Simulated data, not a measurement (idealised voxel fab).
Module name: voxel transistor to metal (process module)
Xsec cut, 195 nm wide, square cell size 5 nm.
Cross-section = grid of square cells, listed top down in bands; band = one or more rows.
In this notation a band is specified by the heights of its top and bottom, in that order and in nm, after which its materials appear from left to right, each paired with its width in nm. The word "throughout" attached to a single material means that material fills the band from edge to edge; the word "empty" stands for empty space.
Where do heights start? At 0: under that level the wafer as delivered is made of one material only. And the lowest band has no floor; it just carries on downward, as in "from 0 down".
Width "30..40": first value at the band's top row of cells, second value at its bottom row, equal change from row to row.
Step note "no change" = no cross-section cell changed.
Empty spaces without an open route to the top, at least 8 cells in extent, make up the entry "Enclosed void entries"; each is given as width x height at distance, where the distance is measured from the left edge, and all are in nm.
The remark found on a step's line after its settings is issued by the simulator itself and pertains to that step.
Each step line may optionally specify "overlay nm", which for a step with a mask gives the rightward distance between the mask's planned place and where it lay, a negative value indicating the leftward direction.
Structure of the following material. The material consists of pairs of cross-sections. Each pair comprises the cross-section before one process step and the cross-section after that step, the latter shown only down to the lowest band that changed. The step between the cross-sections is specified beneath each pair, including its settings. Pairs are not necessarily consecutive: they may derive from different runs of this module performed on the same starting wafer. Continuity with the pair above is to be assumed only where the entry headed "Incoming structure" of the pair in question states it.

Incoming structure:
- from 65 to 50: Ru throughout
- from 50 to 45: TiN throughout
- from 45 to 35: 55 SiO2 | 5 TiN | 15 W | 5 TiN | 30 SiO2 | 5 TiN | 15 W | 5 TiN | 60 SiO2
- from 35 to 30: 55 SiO2 | 5 TiN | 5 W | 15 TiN | 30 SiO2 | 15 TiN | 5 W | 5 TiN | 60 SiO2
- from 30 to 25: 55 SiO2 | 5 TiN | 5 W | 5 TiN | 10 SiN | 5 SiO2 | 20 SiCN | 5 SiO2 | 10 SiN | 5 TiN | 5 W | 5 TiN | 60 SiO2
- from 25 to 5: 55 SiO2 | 5 TiN | 5 W | 5 TiN | 10 SiN | 5 SiO2 | 20 polySi | 5 SiO2 | 10 SiN | 5 TiN | 5 W | 5 TiN | 60 SiO2
- from 5 to 0: 35 SiO2 | 10 SiN | 10 SiO2 | 5 TiN | 5 W | 5 TiN | 50 SiO2 | 5 TiN | 5 W | 5 TiN | 10 SiO2 | 10 SiN | 40 SiO2
- from 0 to -5: 35 SiO2 | 10 SiN | 10 SiO2 | 15 TiN | 50 SiO2 | 15 TiN | 10 SiO2 | 10 SiN | 40 SiO2
- from -5 to -10: 35 nSi | 20 SiO2 | 80 Si | 20 SiO2 | 40 nSi
- from -10 down: Si throughout
- Enclosed void entries: none

Cut View, Post-Step:
- from 75 to 65: aC throughout
- below 65: unchanged
- Enclosed void entries: none
For reference, the processing step occurring between the two cross-sections presented above is as follows: DIRECTIONAL_DEP,material aC,thk nm 10

Incoming structure: = after-state of the pair above.

Cut View, Post-Step:
- from 105 to 75: 55 empty | 15 resist | 50 empty | 15 resist | 60 empty
- below 75: unchanged
- Enclosed void entries: none
For reference, the processing step occurring between the two cross-sections presented above is as follows: PATTERN,tone cover,mask id METAL_1,material resist,width nm 15,pitch nm 65,thk nm 30,overlay nm 0

Incoming structure: = after-state of the pair above.

Cut View, Post-Step:
- from 95 to 75: 55 empty | 15 resist | 50 empty | 15 resist | 60 empty
- from 75 to 65: 55 empty | 15 aC | 50 empty | 15 aC | 60 empty
- below 65: unchanged
- Enclosed void entries: none
For reference, the processing step occurring between the two cross-sections presented above is as follows: DIRECTIONAL_ETCH,etch materials aC,depth nm 10

Incoming structure: = after-state of the pair above.

Cut View, Post-Step:
- from 75 to 65: 55 empty | 15 aC | 50 empty | 15 aC | 60 empty
- below 65: unchanged
- Enclosed void entries: none
For reference, the processing step occurring between the two cross-sections presented above is as follows: STRIP,etch materials resist

Incoming structure: = after-state of the pair above.

Cut View, Post-Step:
- from 75 to 65: 55 empty | 15 aC | 50 empty | 15 aC | 60 empty
- from 65 to 50: 55 empty | 15 Ru | 50 empty | 15 Ru | 60 empty
- below 50: unchanged
- Enclosed void entries: none
For reference, the processing step occurring between the two cross-sections presented above is as follows: DIRECTIONAL_ETCH,etch materials Ru,depth nm 15

Incoming structure: = after-state of the pair above.

Cut View, Post-Step:
- from 75 to 65: 55 empty | 15 aC | 50 empty | 15 aC | 60 empty
- from 65 to 50: 55 empty | 15 Ru | 50 empty | 15 Ru | 60 empty
- from 50 to 45: 55 empty | 15 TiN | 50 empty | 15 TiN | 60 empty
- below 45: unchanged
- Enclosed void entries: none
For reference, the processing step occurring between the two cross-sections presented above is as follows: DIRECTIONAL_ETCH,etch materials TiN,depth nm 5

Incoming structure: = after-state of the pair above.

Cut View, Post-Step:
- from 65 to 50: 55 empty | 15 Ru | 50 empty | 15 Ru | 60 empty
- below 50: unchanged
- Enclosed void entries: none
For reference, the processing step occurring between the two cross-sections presented above is as follows: STRIP,etch materials aC

Incoming structure: = after-state of the pair above.

Cut View, Post-Step:
- from 70 to 65: 50 empty | 25 SiCN | 40 empty | 25 SiCN | 55 empty
- from 65 to 50: 50 empty | 5 SiCN | 15 Ru | 5 SiCN | 40 empty | 5 SiCN | 15 Ru | 5 SiCN | 55 empty
- from 50 to 45: 55 SiCN | 15 TiN | 50 SiCN | 15 TiN | 60 SiCN
- below 45: unchanged
- Enclosed void entries: none
For reference, the processing step occurring between the two cross-sections presented above is as follows: CONFORMAL_DEP,material SiCN,thk nm 5

Incoming structure: = after-state of the pair above.

Cut View, Post-Step:
- from 75 to 70: lowk throughout
- from 70 to 65: 50 lowk | 25 SiCN | 40 lowk | 25 SiCN | 55 lowk
- from 65 to 50: 50 lowk | 5 SiCN | 15 Ru | 5 SiCN | 40 lowk | 5 SiCN | 15 Ru | 5 SiCN | 55 lowk
- below 50: unchanged
- Enclosed void entries: none
For reference, the processing step occurring between the two cross-sections presented above is as follows: FILL_DEP,material lowk,thk nm 5

Incoming structure: = after-state of the pair above.

Cut View, Post-Step:
- from 65 to 50: 50 lowk | 5 SiCN | 15 Ru | 5 SiCN | 40 lowk | 5 SiCN | 15 Ru | 5 SiCN | 55 lowk
- below 50: unchanged
- Enclosed void entries: none
For reference, the processing step occurring between the two cross-sections presented above is as follows: CMP,height nm 65

Incoming structure: = after-state of the pair above.

Cut View, Post-Step:
- from 70 to 65: SiN throughout
- below 65: unchanged
- Enclosed void entries: none
For reference, the processing step occurring between the two cross-sections presented above is as follows: CONFORMAL_DEP,material SiN,thk nm 5
